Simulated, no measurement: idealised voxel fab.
process module | voxel self aligned vias
cross-section cut | 300 nm wide | cells 5 nm
A cross-section is a grid of square cells, given in bands from the top down. A band is one or more rows of cells.
Each band's line starts with the height of the band's top and of its bottom, in nm. Then come its materials from left to right, each with its width in nm. One material with "throughout" fills the band from edge to edge. "air" is empty space.
Height 0 is the level under which the wafer as received is all one material. The lowest band goes on downwards, as in "0 down".
A width such as "30 to 40" changes by the same amount from each row of cells to the next, from the band's top row to its bottom row.
"no change" after a step means that no cell of the cross-section changed.
closed voids: empty space of 8 cells or more with no open way to the top, each as width x height at its distance from the left edge, in nm
after a step's settings: what the simulator itself notes on the step
overlay nm, on a step with a mask: how far to the right of its planned place the mask lay; to the left if negative
plan
1 op RECEIVE | material Si
2 op CONFORMAL_DEP | material SiO2 | thk nm 15
3 op CONFORMAL_DEP | material SiCN | thk nm 5
4 op DIRECTIONAL_DEP | material SiO2 | thk nm 25
5 op PATTERN | tone open | mask id LINES | material resist | width nm 20 | pitch nm 60 | thk nm 15 | overlay nm 0
6 op DIRECTIONAL_ETCH | etch materials SiO2 | depth nm 25
7 op STRIP | etch materials resist
8 op CONFORMAL_DEP | material TiN | thk nm 5
9 op FILL_DEP | material W | thk nm 10
10 op CMP | height nm 45
11 op SELECTIVE_ETCH | etch materials W Ru TiN | depth nm 5
12 op FILL_DEP | material SiN | thk nm 5
13 op CMP | height nm 45
14 op DIRECTIONAL_DEP | material SiO2 | thk nm 20
15 op DIRECTIONAL_DEP | material aC | thk nm 10
16 op PATTERN | tone open | mask id VIAS | material resist | width nm 40 | pitch nm 60 | thk nm 30 | overlay nm 0
17 op DIRECTIONAL_ETCH | etch materials aC | depth nm 10
18 op STRIP | etch materials resist
19 op DIRECTIONAL_ETCH | etch materials SiO2 | depth nm 20
20 op DIRECTIONAL_ETCH | etch materials SiN | depth nm 5
21 op STRIP | etch materials aC
22 op CONFORMAL_DEP | material TiN | thk nm 5
23 op FILL_DEP | material Ru | thk nm 10
24 op CMP | height nm 65
25 op CONFORMAL_DEP | material SiN | thk nm 5
as received, after step 1
  0 down: Si throughout
  closed voids: none
first wafer at the end, as planned
  70 to 65: SiN throughout
  65 to 50: SiO2 70 | TiN 5 | Ru 30 | TiN 5 | SiO2 20 | TiN 5 | Ru 30 | TiN 5 | SiO2 20 | TiN 5 | Ru 30 | TiN 5 | SiO2 70
  50 to 45: SiO2 70 | TiN 15 | Ru 10 | TiN 15 | SiO2 20 | TiN 15 | Ru 10 | TiN 15 | SiO2 20 | TiN 15 | Ru 10 | TiN 15 | SiO2 70
  45 to 40: SiO2 80 | TiN 20 | SiO2 40 | TiN 20 | SiO2 40 | TiN 20 | SiO2 80
  40 to 25: SiO2 80 | TiN 5 | W 10 | TiN 5 | SiO2 40 | TiN 5 | W 10 | TiN 5 | SiO2 40 | TiN 5 | W 10 | TiN 5 | SiO2 80
  25 to 20: SiO2 80 | TiN 20 | SiO2 40 | TiN 20 | SiO2 40 | TiN 20 | SiO2 80
  20 to 15: SiCN throughout
  15 to 0: SiO2 throughout
  0 down: Si throughout
  closed voids: none
second wafer at the end: like start, like plan, one mistake
  70 to 65: SiN throughout
  65 to 50: SiO2 70 | TiN 5 | SiN 30 | TiN 5 | SiO2 20 | TiN 5 | SiN 30 | TiN 5 | SiO2 20 | TiN 5 | SiN 30 | TiN 5 | SiO2 70
  50 to 45: SiO2 70 | TiN 15 | SiN 10 | TiN 15 | SiO2 20 | TiN 15 | SiN 10 | TiN 15 | SiO2 20 | TiN 15 | SiN 10 | TiN 15 | SiO2 70
  45 to 40: SiO2 80 | TiN 20 | SiO2 40 | TiN 20 | SiO2 40 | TiN 20 | SiO2 80
  40 to 25: SiO2 80 | TiN 5 | W 10 | TiN 5 | SiO2 40 | TiN 5 | W 10 | TiN 5 | SiO2 40 | TiN 5 | W 10 | TiN 5 | SiO2 80
  25 to 20: SiO2 80 | TiN 20 | SiO2 40 | TiN 20 | SiO2 40 | TiN 20 | SiO2 80
  20 to 15: SiCN throughout
  15 to 0: SiO2 throughout
  0 down: Si throughout
  closed voids: none
what went wrong: step 23 ran as: op FILL_DEP | material SiN | thk nm 10
at the end the second wafer has, in cells: 60 fewer of Ru | 60 more of SiN
